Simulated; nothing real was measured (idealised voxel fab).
Title: Process Module voxel wiring stack
We display cut, a cross-section 260 nm in width whose square cells are each 5 nm.
Each cross-section below is a grid of square cells, stated as bands in top-down order, with one or more rows of cells making up each band. Basically the band line says how high the top is and how high the bottom is, in nm, and then what's in it from left to right, every material with its width in nm. Empty space shows up as "empty", and if a single material carries "throughout" it runs the full band edge to edge. For the purposes of this specification, 0 denotes the height below which the wafer in its as-received condition is composed wholly of one material, and the lowermost band, lacking a lower limit, extends downward without end, as expressed in "from 0 down". The notation "30->40" denotes a width that varies across the rows of cells in the band, beginning at the first number in the top row, finishing at the second number in the bottom row, and changing by an identical amount from each row to the next. The designation "no modifications", where it is given for a processing step, indicates that no cell of the cross-section was altered in the course of that step. "Entrapped void list" specifies each empty space that is not open to the top and that occupies no fewer than 8 cells, using the form width x height at distance, the distance measured from the left edge and all three quantities in nm. It should be noted that, on the line of a given step, the content following the step's settings is a remark produced by the simulator itself with respect to that step. A step's line can hold "overlay nm"; with a mask on that step, the setting says how far right of the planned place the mask lay, while a negative setting says it lay to the left. Each of the pairs that make up the rest of this document says: here is the cross-section before one process step, here is the cross-section after it, drawn only down to the lowest band that changed, and here, under the pair, is the step lying between them with its settings. Different pairs may come from different runs of this module on the same starting wafer, so a pair continues from the pair above it only where its entry headed "Before-step section" says so.

Before-step section
  from 60 to 45 = lowk 70; TiN 5; Cu 5; TiN 5; lowk 85; TiN 5; Cu 5; TiN 5; lowk 75
  from 45 to 40 = SiCN 70; TiN 15; SiCN 85; TiN 15; SiCN 75
  from 40 to 25 = lowk 65; SiN 5; W 20; SiN 5; lowk 20; SiN 5; W 20; SiN 5; lowk 20; SiN 5; W 20; SiN 5; lowk 65
  from 25 to 20 = SiN 70; TiN 20; SiN 30; TiN 20; SiN 30; TiN 20; SiN 70
  from 20 to 10 = TiN throughout
  from 10 to 0 = SiO2 throughout
  from 0 down = Si throughout
  Entrapped void list: none

Post-Step Geometry
  from 65 to 60 = SiCN throughout
  All layers under 60 are left as they were.
  Entrapped void list: none
Can you name the step between the two cross-sections above? It is CONFORMAL_DEP with material SiCN, thk nm 5

Before-step section: The structure entering this step is exactly what the pair just above shows after its step.

Post-Step Geometry
  from 90 to 65 = SiO2 throughout
  All layers under 65 are left as they were.
  Entrapped void list: none
Can you name the step between the two cross-sections above? It is DIRECTIONAL_DEP with material SiO2, thk nm 25

Before-step section: The structure entering this step is exactly what the pair just above shows after its step.

Post-Step Geometry
  from 105 to 90 = aC throughout
  All layers under 90 are left as they were.
  Entrapped void list: none
Can you name the step between the two cross-sections above? It is DIRECTIONAL_DEP with material aC, thk nm 15

Before-step section: The structure entering this step is exactly what the pair just above shows after its step.

Post-Step Geometry
  from 135 to 105 = resist 70; empty 20; resist 30; empty 20; resist 30; empty 20; resist 70
  All layers under 105 are left as they were.
  Entrapped void list: none
Can you name the step between the two cross-sections above? It is PATTERN with tone open, mask id METAL_2, material resist, width nm 20, pitch nm 50, thk nm 30, overlay nm 0

Before-step section: The structure entering this step is exactly what the pair just above shows after its step.

Post-Step Geometry
  from 120 to 105 = resist 70; empty 20; resist 30; empty 20; resist 30; empty 20; resist 70
  from 105 to 90 = aC 70; empty 20; aC 30; empty 20; aC 30; empty 20; aC 70
  All layers under 90 are left as they were.
  Entrapped void list: none
Can you name the step between the two cross-sections above? It is DIRECTIONAL_ETCH with etch materials aC, depth nm 15

Before-step section: The structure entering this step is exactly what the pair just above shows after its step.

Post-Step Geometry
  from 105 to 90 = aC 70; empty 20; aC 30; empty 20; aC 30; empty 20; aC 70
  All layers under 90 are left as they were.
  Entrapped void list: none
Can you name the step between the two cross-sections above? It is STRIP with etch materials resist

Before-step section: The structure entering this step is exactly what the pair just above shows after its step.

Post-Step Geometry
  from 105 to 90 = aC 70; empty 20; aC 30; empty 20; aC 30; empty 20; aC 70
  from 90 to 65 = SiO2 70; empty 20; SiO2 30; empty 20; SiO2 30; empty 20; SiO2 70
  All layers under 65 are left as they were.
  Entrapped void list: none
Can you name the step between the two cross-sections above? It is DIRECTIONAL_ETCH with etch materials SiO2, depth nm 25

Before-step section: The structure entering this step is exactly what the pair just above shows after its step.

Post-Step Geometry
  from 105 to 90 = aC 70; empty 20; aC 30; empty 20; aC 30; empty 20; aC 70
  from 90 to 65 = SiO2 70; empty 20; SiO2 30; empty 20; SiO2 30; empty 20; SiO2 70
  from 65 to 60 = SiCN 70; empty 20; SiCN 30; empty 20; SiCN 30; empty 20; SiCN 70
  All layers under 60 are left as they were.
  Entrapped void list: none
Can you name the step between the two cross-sections above? It is DIRECTIONAL_ETCH with etch materials SiCN, depth nm 5

Before-step section: The structure entering this step is exactly what the pair just above shows after its step.

Post-Step Geometry
  from 90 to 65 = SiO2 70; empty 20; SiO2 30; empty 20; SiO2 30; empty 20; SiO2 70
  All layers under 65 are left as they were.
  Entrapped void list: none
Can you name the step between the two cross-sections above? It is STRIP with etch materials aC

Before-step section: The structure entering this step is exactly what the pair just above shows after its step.

Post-Step Geometry
  from 95 to 90 = TiN 75; empty 10; TiN 40; empty 10; TiN 40; empty 10; TiN 75
  from 90 to 65 = SiO2 70; TiN 5; empty 10; TiN 5; SiO2 30; TiN 5; empty 10; TiN 5; SiO2 30; TiN 5; empty 10; TiN 5; SiO2 70
  from 65 to 60 = SiCN 70; TiN 20; SiCN 30; TiN 20; SiCN 30; TiN 20; SiCN 70
  All layers under 60 are left as they were.
  Entrapped void list: none
Can you name the step between the two cross-sections above? It is CONFORMAL_DEP with material TiN, thk nm 5

Before-step section: The structure entering this step is exactly what the pair just above shows after its step.

Post-Step Geometry
  from 105 to 95 = Ru throughout
  from 95 to 90 = TiN 75; Ru 10; TiN 40; Ru 10; TiN 40; Ru 10; TiN 75
  from 90 to 65 = SiO2 70; TiN 5; Ru 10; TiN 5; SiO2 30; TiN 5; Ru 10; TiN 5; SiO2 30; TiN 5; Ru 10; TiN 5; SiO2 70
  All layers under 65 are left as they were.
  Entrapped void list: none
Can you name the step between the two cross-sections above? It is FILL_DEP with material Ru, thk nm 10

Before-step section: The structure entering this step is exactly what the pair just above shows after its step.

Post-Step Geometry
  from 90 to 65 = SiO2 70; TiN 5; Ru 10; TiN 5; SiO2 30; TiN 5; Ru 10; TiN 5; SiO2 30; TiN 5; Ru 10; TiN 5; SiO2 70
  All layers under 65 are left as they were.
  Entrapped void list: none
Can you name the step between the two cross-sections above? It is CMP with height nm 90

Before-step section: The structure entering this step is exactly what the pair just above shows after its step.

Post-Step Geometry
  from 95 to 90 = SiCN throughout
  All layers under 90 are left as they were.
  Entrapped void list: none
Can you name the step between the two cross-sections above? It is CONFORMAL_DEP with material SiCN, thk nm 5

Before-step section: The structure entering this step is exactly what the pair just above shows after its step.

Post-Step Geometry
  from 115 to 95 = SiO2 throughout
  All layers under 95 are left as they were.
  Entrapped void list: none
Can you name the step between the two cross-sections above? It is DIRECTIONAL_DEP with material SiO2, thk nm 20

Before-step section: The structure entering this step is exactly what the pair just above shows after its step.

Post-Step Geometry
  from 115 to 95 = SiO2 70; empty 15; SiO2 35; empty 15; SiO2 35; empty 15; SiO2 75
  All layers under 95 are left as they were.
  Entrapped void list: none
Can you name the step between the two cross-sections above? It is MASKED_ETCH with tone open, mask id PLUG_2, width nm 15, pitch nm 50, etch materials SiO2, depth nm 20, overlay nm 0

Before-step section: The structure entering this step is exactly what the pair just above shows after its step.

Post-Step Geometry
  from 115 to 95 = SiO2 70; empty 15; SiO2 35; empty 15; SiO2 35; empty 15; SiO2 75
  from 95 to 90 = SiCN 70; empty 15; SiCN 35; empty 15; SiCN 35; empty 15; SiCN 75
  All layers under 90 are left as they were.
  Entrapped void list: none
Can you name the step between the two cross-sections above? It is MASKED_ETCH with tone open, mask id PLUG_2, width nm 15, pitch nm 50, etch materials SiCN, depth nm 5, overlay nm 0

Before-step section: The structure entering this step is exactly what the pair just above shows after its step.

Post-Step Geometry
  from 120 to 115 = TiN 75; empty 5; TiN 45; empty 5; TiN 45; empty 5; TiN 80
  from 115 to 95 = SiO2 70; TiN 5; empty 5; TiN 5; SiO2 35; TiN 5; empty 5; TiN 5; SiO2 35; TiN 5; empty 5; TiN 5; SiO2 75
  from 95 to 90 = SiCN 70; TiN 15; SiCN 35; TiN 15; SiCN 35; TiN 15; SiCN 75
  All layers under 90 are left as they were.
  Entrapped void list: none
Can you name the step between the two cross-sections above? It is CONFORMAL_DEP with material TiN, thk nm 5

Before-step section: The structure entering this step is exactly what the pair just above shows after its step.

Post-Step Geometry
  from 125 to 120 = W throughout
  from 120 to 115 = TiN 75; W 5; TiN 45; W 5; TiN 45; W 5; TiN 80
  from 115 to 95 = SiO2 70; TiN 5; W 5; TiN 5; SiO2 35; TiN 5; W 5; TiN 5; SiO2 35; TiN 5; W 5; TiN 5; SiO2 75
  All layers under 95 are left as they were.
  Entrapped void list: none
Can you name the step between the two cross-sections above? It is FILL_DEP with material W, thk nm 5

Before-step section: The structure entering this step is exactly what the pair just above shows after its step.

Post-Step Geometry
  from 115 to 95 = SiO2 70; TiN 5; W 5; TiN 5; SiO2 35; TiN 5; W 5; TiN 5; SiO2 35; TiN 5; W 5; TiN 5; SiO2 75
  All layers under 95 are left as they were.
  Entrapped void list: none
Can you name the step between the two cross-sections above? It is CMP with height nm 115

Before-step section: The structure entering this step is exactly what the pair just above shows after its step.

Post-Step Geometry
  from 120 to 115 = SiCN throughout
  All layers under 115 are left as they were.
  Entrapped void list: none
Can you name the step between the two cross-sections above? It is CONFORMAL_DEP with material SiCN, thk nm 5

Before-step section: The structure entering this step is exactly what the pair just above shows after its step.

Post-Step Geometry
  from 140 to 120 = SiO2 throughout
  All layers under 120 are left as they were.
  Entrapped void list: none
Can you name the step between the two cross-sections above? It is DIRECTIONAL_DEP with material SiO2, thk nm 20

Before-step section: The structure entering this step is exactly what the pair just above shows after its step.

Post-Step Geometry
  from 155 to 140 = resist 70; empty 20; resist 30; empty 20; resist 30; empty 20; resist 70
  All layers under 140 are left as they were.
  Entrapped void list: none
Can you name the step between the two cross-sections above? It is PATTERN with tone open, mask id METAL_3, material resist, width nm 20, pitch nm 50, thk nm 15, overlay nm 0

Before-step section: The structure entering this step is exactly what the pair just above shows after its step.

Post-Step Geometry
  from 155 to 140 = resist 70; empty 20; resist 30; empty 20; resist 30; empty 20; resist 70
  from 140 to 120 = SiO2 70; empty 20; SiO2 30; empty 20; SiO2 30; empty 20; SiO2 70
  All layers under 120 are left as they were.
  Entrapped void list: none
Can you name the step between the two cross-sections above? It is DIRECTIONAL_ETCH with etch materials SiO2, depth nm 20

Before-step section: The structure entering this step is exactly what the pair just above shows after its step.

Post-Step Geometry
  from 155 to 140 = resist 70; empty 20; resist 30; empty 20; resist 30; empty 20; resist 70
  from 140 to 120 = SiO2 70; empty 20; SiO2 30; empty 20; SiO2 30; empty 20; SiO2 70
  from 120 to 115 = SiCN 70; empty 20; SiCN 30; empty 20; SiCN 30; empty 20; SiCN 70
  All layers under 115 are left as they were.
  Entrapped void list: none
Can you name the step between the two cross-sections above? It is DIRECTIONAL_ETCH with etch materials SiCN, depth nm 5

Before-step section: The structure entering this step is exactly what the pair just above shows after its step.

Post-Step Geometry
  from 140 to 120 = SiO2 70; empty 20; SiO2 30; empty 20; SiO2 30; empty 20; SiO2 70
  All layers under 120 are left as they were.
  Entrapped void list: none
Can you name the step between the two cross-sections above? It is STRIP with etch materials resist

Before-step section: The structure entering this step is exactly what the pair just above shows after its step.

Post-Step Geometry
  from 145 to 140 = TiN 75; empty 10; TiN 40; empty 10; TiN 40; empty 10; TiN 75
  from 140 to 120 = SiO2 70; TiN 5; empty 10; TiN 5; SiO2 30; TiN 5; empty 10; TiN 5; SiO2 30; TiN 5; empty 10; TiN 5; SiO2 70
  from 120 to 115 = SiCN 70; TiN 20; SiCN 30; TiN 20; SiCN 30; TiN 20; SiCN 70
  All layers under 115 are left as they were.
  Entrapped void list: none
Can you name the step between the two cross-sections above? It is CONFORMAL_DEP with material TiN, thk nm 5

Before-step section: The structure entering this step is exactly what the pair just above shows after its step.

Post-Step Geometry
  from 150 to 145 = Ru throughout
  from 145 to 140 = TiN 75; Ru 10; TiN 40; Ru 10; TiN 40; Ru 10; TiN 75
  from 140 to 120 = SiO2 70; TiN 5; Ru 10; TiN 5; SiO2 30; TiN 5; Ru 10; TiN 5; SiO2 30; TiN 5; Ru 10; TiN 5; SiO2 70
  All layers under 120 are left as they were.
  Entrapped void list: none
Can you name the step between the two cross-sections above? It is FILL_DEP with material Ru, thk nm 5

Before-step section: The structure entering this step is exactly what the pair just above shows after its step.

Post-Step Geometry
  from 140 to 120 = SiO2 70; TiN 5; Ru 10; TiN 5; SiO2 30; TiN 5; Ru 10; TiN 5; SiO2 30; TiN 5; Ru 10; TiN 5; SiO2 70
  All layers under 120 are left as they were.
  Entrapped void list: none
Can you name the step between the two cross-sections above? It is CMP with height nm 140

Before-step section: The structure entering this step is exactly what the pair just above shows after its step.

Post-Step Geometry
  from 145 to 140 = empty 65; Ru 30; empty 20; Ru 30; empty 20; Ru 30; empty 65
  All layers under 140 are left as they were.
  Entrapped void list: none
Can you name the step between the two cross-sections above? It is EPI with material Ru, thk nm 5

Before-step section: The structure entering this step is exactly what the pair just above shows after its step.

Post-Step Geometry
  from 150 to 145 = SiCN throughout
  from 145 to 140 = SiCN 65; Ru 30; SiCN 20; Ru 30; SiCN 20; Ru 30; SiCN 65
  All layers under 140 are left as they were.
  Entrapped void list: none
Can you name the step between the two cross-sections above? It is FILL_DEP with material SiCN, thk nm 5

Before-step section
  from 60 to 45 = lowk throughout
  from 45 to 40 = SiCN throughout
  from 40 to 15 = lowk 65; SiN 5; W 20; SiN 5; lowk 20; SiN 5; W 20; SiN 5; lowk 20; SiN 5; W 20; SiN 5; lowk 65
  from 15 to 10 = SiN 70; TiN 20; SiN 30; TiN 20; SiN 30; TiN 20; SiN 70
  from 10 to 0 = SiO2 throughout
  from 0 down = Si throughout
  Entrapped void list: none

Post-Step Geometry
  from 60 to 45 = lowk 70; empty 20; lowk 80; empty 20; lowk 70
  All layers under 45 are left as they were.
  Entrapped void list: none
Can you name the step between the two cross-sections above? It is MASKED_ETCH with tone open, mask id PLUG_1, width nm 20, pitch nm 100, etch materials lowk, depth nm 15, overlay nm 0

Before-step section: The structure entering this step is exactly what the pair just above shows after its step.

Post-Step Geometry
  from 60 to 45 = lowk 70; empty 20; lowk 80; empty 20; lowk 70
  from 45 to 40 = SiCN 70; empty 15; SiCN 85; empty 15; SiCN 75
  All layers under 40 are left as they were.
  Entrapped void list: none
Can you name the step between the two cross-sections above? It is MASKED_ETCH with tone open, mask id PLUG_1, width nm 15, pitch nm 100, etch materials SiCN, depth nm 5, overlay nm 0

Before-step section: The structure entering this step is exactly what the pair just above shows after its step.

Post-Step Geometry
  from 65 to 60 = TiN 75; empty 10; TiN 90; empty 10; TiN 75
  from 60 to 50 = lowk 70; TiN 5; empty 10; TiN 5; lowk 80; TiN 5; empty 10; TiN 5; lowk 70
  from 50 to 45 = lowk 70; TiN 5; empty 5; TiN 10; lowk 80; TiN 5; empty 5; TiN 10; lowk 70
  from 45 to 40 = SiCN 70; TiN 15; SiCN 85; TiN 15; SiCN 75
  All layers under 40 are left as they were.
  Entrapped void list: none
Can you name the step between the two cross-sections above? It is CONFORMAL_DEP with material TiN, thk nm 5

Before-step section: The structure entering this step is exactly what the pair just above shows after its step.

Post-Step Geometry
  from 70 to 65 = Cu throughout
  from 65 to 60 = TiN 75; Cu 10; TiN 90; Cu 10; TiN 75
  from 60 to 50 = lowk 70; TiN 5; Cu 10; TiN 5; lowk 80; TiN 5; Cu 10; TiN 5; lowk 70
  from 50 to 45 = lowk 70; TiN 5; Cu 5; TiN 10; lowk 80; TiN 5; Cu 5; TiN 10; lowk 70
  All layers under 45 are left as they were.
  Entrapped void list: none
Can you name the step between the two cross-sections above? It is FILL_DEP with material Cu, thk nm 5

Before-step section: The structure entering this step is exactly what the pair just above shows after its step.

Post-Step Geometry
  from 60 to 50 = lowk 70; TiN 5; Cu 10; TiN 5; lowk 80; TiN 5; Cu 10; TiN 5; lowk 70
  All layers under 50 are left as they were.
  Entrapped void list: none
Can you name the step between the two cross-sections above? It is CMP with height nm 60

Before-step section: The structure entering this step is exactly what the pair just above shows after its step.

Post-Step Geometry
  from 65 to 60 = SiCN throughout
  All layers under 60 are left as they were.
  Entrapped void list: none
Can you name the step between the two cross-sections above? It is CONFORMAL_DEP with material SiCN, thk nm 5

Before-step section: The structure entering this step is exactly what the pair just above shows after its step.

Post-Step Geometry
  from 90 to 65 = SiO2 throughout
  All layers under 65 are left as they were.
  Entrapped void list: none
Can you name the step between the two cross-sections above? It is DIRECTIONAL_DEP with material SiO2, thk nm 25

Before-step section: The structure entering this step is exactly what the pair just above shows after its step.

Post-Step Geometry
  from 105 to 90 = aC throughout
  All layers under 90 are left as they were.
  Entrapped void list: none
Can you name the step between the two cross-sections above? It is DIRECTIONAL_DEP with material aC, thk nm 15

Before-step section: The structure entering this step is exactly what the pair just above shows after its step.

Post-Step Geometry
  from 135 to 105 = resist 70; empty 20; resist 30; empty 20; resist 30; empty 20; resist 70
  All layers under 105 are left as they were.
  Entrapped void list: none
Can you name the step between the two cross-sections above? It is PATTERN with tone open, mask id METAL_2, material resist, width nm 20, pitch nm 50, thk nm 30, overlay nm 0

Before-step section: The structure entering this step is exactly what the pair just above shows after its step.

Post-Step Geometry
  from 120 to 105 = resist 70; empty 20; resist 30; empty 20; resist 30; empty 20; resist 70
  from 105 to 90 = aC 70; empty 20; aC 30; empty 20; aC 30; empty 20; aC 70
  All layers under 90 are left as they were.
  Entrapped void list: none
Can you name the step between the two cross-sections above? It is DIRECTIONAL_ETCH with etch materials aC, depth nm 15

Before-step section: The structure entering this step is exactly what the pair just above shows after its step.

Post-Step Geometry
  from 105 to 90 = aC 70; empty 20; aC 30; empty 20; aC 30; empty 20; aC 70
  All layers under 90 are left as they were.
  Entrapped void list: none
Can you name the step between the two cross-sections above? It is STRIP with etch materials resist

Before-step section: The structure entering this step is exactly what the pair just above shows after its step.

Post-Step Geometry
  from 105 to 90 = aC 70; empty 20; aC 30; empty 20; aC 30; empty 20; aC 70
  from 90 to 65 = SiO2 70; empty 20; SiO2 30; empty 20; SiO2 30; empty 20; SiO2 70
  All layers under 65 are left as they were.
  Entrapped void list: none
Can you name the step between the two cross-sections above? It is DIRECTIONAL_ETCH with etch materials SiO2, depth nm 25

Before-step section: The structure entering this step is exactly what the pair just above shows after its step.

Post-Step Geometry
  from 105 to 90 = aC 70; empty 20; aC 30; empty 20; aC 30; empty 20; aC 70
  from 90 to 65 = SiO2 70; empty 20; SiO2 30; empty 20; SiO2 30; empty 20; SiO2 70
  from 65 to 60 = SiCN 70; empty 20; SiCN 30; empty 20; SiCN 30; empty 20; SiCN 70
  All layers under 60 are left as they were.
  Entrapped void list: none
Can you name the step between the two cross-sections above? It is DIRECTIONAL_ETCH with etch materials SiCN, depth nm 5

Before-step section: The structure entering this step is exactly what the pair just above shows after its step.

Post-Step Geometry
  from 90 to 65 = SiO2 70; empty 20; SiO2 30; empty 20; SiO2 30; empty 20; SiO2 70
  All layers under 65 are left as they were.
  Entrapped void list: none
Can you name the step between the two cross-sections above? It is STRIP with etch materials aC

Before-step section: The structure entering this step is exactly what the pair just above shows after its step.

Post-Step Geometry
  from 95 to 90 = TiN 75; empty 10; TiN 40; empty 10; TiN 40; empty 10; TiN 75
  from 90 to 65 = SiO2 70; TiN 5; empty 10; TiN 5; SiO2 30; TiN 5; empty 10; TiN 5; SiO2 30; TiN 5; empty 10; TiN 5; SiO2 70
  from 65 to 60 = SiCN 70; TiN 20; SiCN 30; TiN 20; SiCN 30; TiN 20; SiCN 70
  All layers under 60 are left as they were.
  Entrapped void list: none
Can you name the step between the two cross-sections above? It is CONFORMAL_DEP with material TiN, thk nm 5

Before-step section: The structure entering this step is exactly what the pair just above shows after its step.

Post-Step Geometry
  from 105 to 95 = Ru throughout
  from 95 to 90 = TiN 75; Ru 10; TiN 40; Ru 10; TiN 40; Ru 10; TiN 75
  from 90 to 65 = SiO2 70; TiN 5; Ru 10; TiN 5; SiO2 30; TiN 5; Ru 10; TiN 5; SiO2 30; TiN 5; Ru 10; TiN 5; SiO2 70
  All layers under 65 are left as they were.
  Entrapped void list: none
Can you name the step between the two cross-sections above? It is FILL_DEP with material Ru, thk nm 10

Before-step section: The structure entering this step is exactly what the pair just above shows after its step.

Post-Step Geometry
  from 90 to 65 = SiO2 70; TiN 5; Ru 10; TiN 5; SiO2 30; TiN 5; Ru 10; TiN 5; SiO2 30; TiN 5; Ru 10; TiN 5; SiO2 70
  All layers under 65 are left as they were.
  Entrapped void list: none
Can you name the step between the two cross-sections above? It is CMP with height nm 90

Before-step section: The structure entering this step is exactly what the pair just above shows after its step.

Post-Step Geometry
  from 95 to 90 = SiCN throughout
  All layers under 90 are left as they were.
  Entrapped void list: none
Can you name the step between the two cross-sections above? It is CONFORMAL_DEP with material SiCN, thk nm 5

Before-step section: The structure entering this step is exactly what the pair just above shows after its step.

Post-Step Geometry
  from 115 to 95 = SiO2 throughout
  All layers under 95 are left as they were.
  Entrapped void list: none
Can you name the step between the two cross-sections above? It is DIRECTIONAL_DEP with material SiO2, thk nm 20

Before-step section: The structure entering this step is exactly what the pair just above shows after its step.

Post-Step Geometry
  from 115 to 95 = SiO2 70; empty 15; SiO2 35; empty 15; SiO2 35; empty 15; SiO2 75
  All layers under 95 are left as they were.
  Entrapped void list: none
Can you name the step between the two cross-sections above? It is MASKED_ETCH with tone open, mask id PLUG_2, width nm 15, pitch nm 50, etch materials SiO2, depth nm 20, overlay nm 0

Before-step section: The structure entering this step is exactly what the pair just above shows after its step.

Post-Step Geometry
  from 115 to 95 = SiO2 70; empty 15; SiO2 35; empty 15; SiO2 35; empty 15; SiO2 75
  from 95 to 90 = SiCN 70; empty 15; SiCN 35; empty 15; SiCN 35; empty 15; SiCN 75
  All layers under 90 are left as they were.
  Entrapped void list: none
Can you name the step between the two cross-sections above? It is MASKED_ETCH with tone open, mask id PLUG_2, width nm 15, pitch nm 50, etch materials SiCN, depth nm 5, overlay nm 0

Before-step section: The structure entering this step is exactly what the pair just above shows after its step.

Post-Step Geometry
  from 120 to 115 = TiN 75; empty 5; TiN 45; empty 5; TiN 45; empty 5; TiN 80
  from 115 to 95 = SiO2 70; TiN 5; empty 5; TiN 5; SiO2 35; TiN 5; empty 5; TiN 5; SiO2 35; TiN 5; empty 5; TiN 5; SiO2 75
  from 95 to 90 = SiCN 70; TiN 15; SiCN 35; TiN 15; SiCN 35; TiN 15; SiCN 75
  All layers under 90 are left as they were.
  Entrapped void list: none
Can you name the step between the two cross-sections above? It is CONFORMAL_DEP with material TiN, thk nm 5

Before-step section: The structure entering this step is exactly what the pair just above shows after its step.

Post-Step Geometry
  from 125 to 120 = W throughout
  from 120 to 115 = TiN 75; W 5; TiN 45; W 5; TiN 45; W 5; TiN 80
  from 115 to 95 = SiO2 70; TiN 5; W 5; TiN 5; SiO2 35; TiN 5; W 5; TiN 5; SiO2 35; TiN 5; W 5; TiN 5; SiO2 75
  All layers under 95 are left as they were.
  Entrapped void list: none
Can you name the step between the two cross-sections above? It is FILL_DEP with material W, thk nm 5

Before-step section: The structure entering this step is exactly what the pair just above shows after its step.

Post-Step Geometry
  from 115 to 95 = SiO2 70; TiN 5; W 5; TiN 5; SiO2 35; TiN 5; W 5; TiN 5; SiO2 35; TiN 5; W 5; TiN 5; SiO2 75
  All layers under 95 are left as they were.
  Entrapped void list: none
Can you name the step between the two cross-sections above? It is CMP with height nm 115

Before-step section: The structure entering this step is exactly what the pair just above shows after its step.

Post-Step Geometry
  from 120 to 115 = SiCN throughout
  All layers under 115 are left as they were.
  Entrapped void list: none
Can you name the step between the two cross-sections above? It is CONFORMAL_DEP with material SiCN, thk nm 5

Before-step section: The structure entering this step is exactly what the pair just above shows after its step.

Post-Step Geometry
  from 140 to 120 = SiO2 throughout
  All layers under 120 are left as they were.
  Entrapped void list: none
Can you name the step between the two cross-sections above? It is DIRECTIONAL_DEP with material SiO2, thk nm 20

Before-step section: The structure entering this step is exactly what the pair just above shows after its step.

Post-Step Geometry
  from 155 to 140 = resist 70; empty 20; resist 30; empty 20; resist 30; empty 20; resist 70
  All layers under 140 are left as they were.
  Entrapped void list: none
Can you name the step between the two cross-sections above? It is PATTERN with tone open, mask id METAL_3, material resist, width nm 20, pitch nm 50, thk nm 15, overlay nm 0

Before-step section: The structure entering this step is exactly what the pair just above shows after its step.

Post-Step Geometry
  from 155 to 140 = resist 70; empty 20; resist 30; empty 20; resist 30; empty 20; resist 70
  from 140 to 120 = SiO2 70; empty 20; SiO2 30; empty 20; SiO2 30; empty 20; SiO2 70
  All layers under 120 are left as they were.
  Entrapped void list: none
Can you name the step between the two cross-sections above? It is DIRECTIONAL_ETCH with etch materials SiO2, depth nm 20

Before-step section: The structure entering this step is exactly what the pair just above shows after its step.

Post-Step Geometry
  from 155 to 140 = resist 70; empty 20; resist 30; empty 20; resist 30; empty 20; resist 70
  from 140 to 120 = SiO2 70; empty 20; SiO2 30; empty 20; SiO2 30; empty 20; SiO2 70
  from 120 to 115 = SiCN 70; empty 20; SiCN 30; empty 20; SiCN 30; empty 20; SiCN 70
  All layers under 115 are left as they were.
  Entrapped void list: none
Can you name the step between the two cross-sections above? It is DIRECTIONAL_ETCH with etch materials SiCN, depth nm 5

Before-step section: The structure entering this step is exactly what the pair just above shows after its step.

Post-Step Geometry
  from 140 to 120 = SiO2 70; empty 20; SiO2 30; empty 20; SiO2 30; empty 20; SiO2 70
  All layers under 120 are left as they were.
  Entrapped void list: none
Can you name the step between the two cross-sections above? It is STRIP with etch materials resist

Before-step section: The structure entering this step is exactly what the pair just above shows after its step.

Post-Step Geometry
  from 145 to 140 = TiN 75; empty 10; TiN 40; empty 10; TiN 40; empty 10; TiN 75
  from 140 to 120 = SiO2 70; TiN 5; empty 10; TiN 5; SiO2 30; TiN 5; empty 10; TiN 5; SiO2 30; TiN 5; empty 10; TiN 5; SiO2 70
  from 120 to 115 = SiCN 70; TiN 20; SiCN 30; TiN 20; SiCN 30; TiN 20; SiCN 70
  All layers under 115 are left as they were.
  Entrapped void list: none
Can you name the step between the two cross-sections above? It is CONFORMAL_DEP with material TiN, thk nm 5

Before-step section: The structure entering this step is exactly what the pair just above shows after its step.

Post-Step Geometry
  from 150 to 145 = Ru throughout
  from 145 to 140 = TiN 75; Ru 10; TiN 40; Ru 10; TiN 40; Ru 10; TiN 75
  from 140 to 120 = SiO2 70; TiN 5; Ru 10; TiN 5; SiO2 30; TiN 5; Ru 10; TiN 5; SiO2 30; TiN 5; Ru 10; TiN 5; SiO2 70
  All layers under 120 are left as they were.
  Entrapped void list: none
Can you name the step between the two cross-sections above? It is FILL_DEP with material Ru, thk nm 5

Before-step section: The structure entering this step is exactly what the pair just above shows after its step.

Post-Step Geometry
  from 140 to 120 = SiO2 70; TiN 5; Ru 10; TiN 5; SiO2 30; TiN 5; Ru 10; TiN 5; SiO2 30; TiN 5; Ru 10; TiN 5; SiO2 70
  All layers under 120 are left as they were.
  Entrapped void list: none
Can you name the step between the two cross-sections above? It is CMP with height nm 140

Before-step section: The structure entering this step is exactly what the pair just above shows after its step.

Post-Step Geometry
  from 145 to 140 = empty 65; Ru 30; empty 20; Ru 30; empty 20; Ru 30; empty 65
  All layers under 140 are left as they were.
  Entrapped void list: none
Can you name the step between the two cross-sections above? It is EPI with material Ru, thk nm 5

Before-step section: The structure entering this step is exactly what the pair just above shows after its step.

Post-Step Geometry
  from 150 to 145 = SiCN throughout
  from 145 to 140 = SiCN 65; Ru 30; SiCN 20; Ru 30; SiCN 20; Ru 30; SiCN 65
  All layers under 140 are left as they were.
  Entrapped void list: none
Can you name the step between the two cross-sections above? It is FILL_DEP with material SiCN, thk nm 5

Before-step section
  from 115 to 95 = SiO2 70; empty 15; SiO2 35; empty 15; SiO2 35; empty 15; SiO2 75
  from 95 to 90 = SiCN throughout
  from 90 to 65 = SiO2 70; TiN 5; Ru 10; TiN 5; SiO2 30; TiN 5; Ru 10; TiN 5; SiO2 30; TiN 5; Ru 10; TiN 5; SiO2 70
  from 65 to 60 = SiCN 70; TiN 20; SiCN 30; TiN 20; SiCN 30; TiN 20; SiCN 70
  from 60 to 45 = lowk 70; TiN 5; Cu 5; TiN 5; lowk 85; TiN 5; Cu 5; TiN 5; lowk 75
  from 45 to 40 = SiCN 70; TiN 15; SiCN 85; TiN 15; SiCN 75
  from 40 to 15 = lowk 65; SiN 5; W 20; SiN 5; lowk 20; SiN 5; W 20; SiN 5; lowk 20; SiN 5; W 20; SiN 5; lowk 65
  from 15 to 10 = SiN 70; TiN 20; SiN 30; TiN 20; SiN 30; TiN 20; SiN 70
  from 10 to 0 = SiO2 throughout
  from 0 down = Si throughout
  Entrapped void list: none

Post-Step Geometry
  from 115 to 95 = SiO2 70; empty 15; SiO2 35; empty 15; SiO2 35; empty 15; SiO2 75
  from 95 to 90 = SiCN 70; empty 5; SiCN 45; empty 5; SiCN 45; empty 5; SiCN 85
  All layers under 90 are left as they were.
  Entrapped void list: none
Can you name the step between the two cross-sections above? It is MASKED_ETCH with tone open, mask id PLUG_2, width nm 15, pitch nm 50, etch materials SiCN, depth nm 5, overlay nm -10

Before-step section: The structure entering this step is exactly what the pair just above shows after its step.

Post-Step Geometry
  from 120 to 115 = TiN 75; empty 5; TiN 45; empty 5; TiN 45; empty 5; TiN 80
  from 115 to 100 = SiO2 70; TiN 5; empty 5; TiN 5; SiO2 35; TiN 5; empty 5; TiN 5; SiO2 35; TiN 5; empty 5; TiN 5; SiO2 75
  from 100 to 95 = SiO2 70; TiN 15; SiO2 35; TiN 15; SiO2 35; TiN 15; SiO2 75
  from 95 to 90 = SiCN 70; TiN 5; SiCN 45; TiN 5; SiCN 45; TiN 5; SiCN 85
  All layers under 90 are left as they were.
  Entrapped void list: none
Can you name the step between the two cross-sections above? It is CONFORMAL_DEP with material TiN, thk nm 5
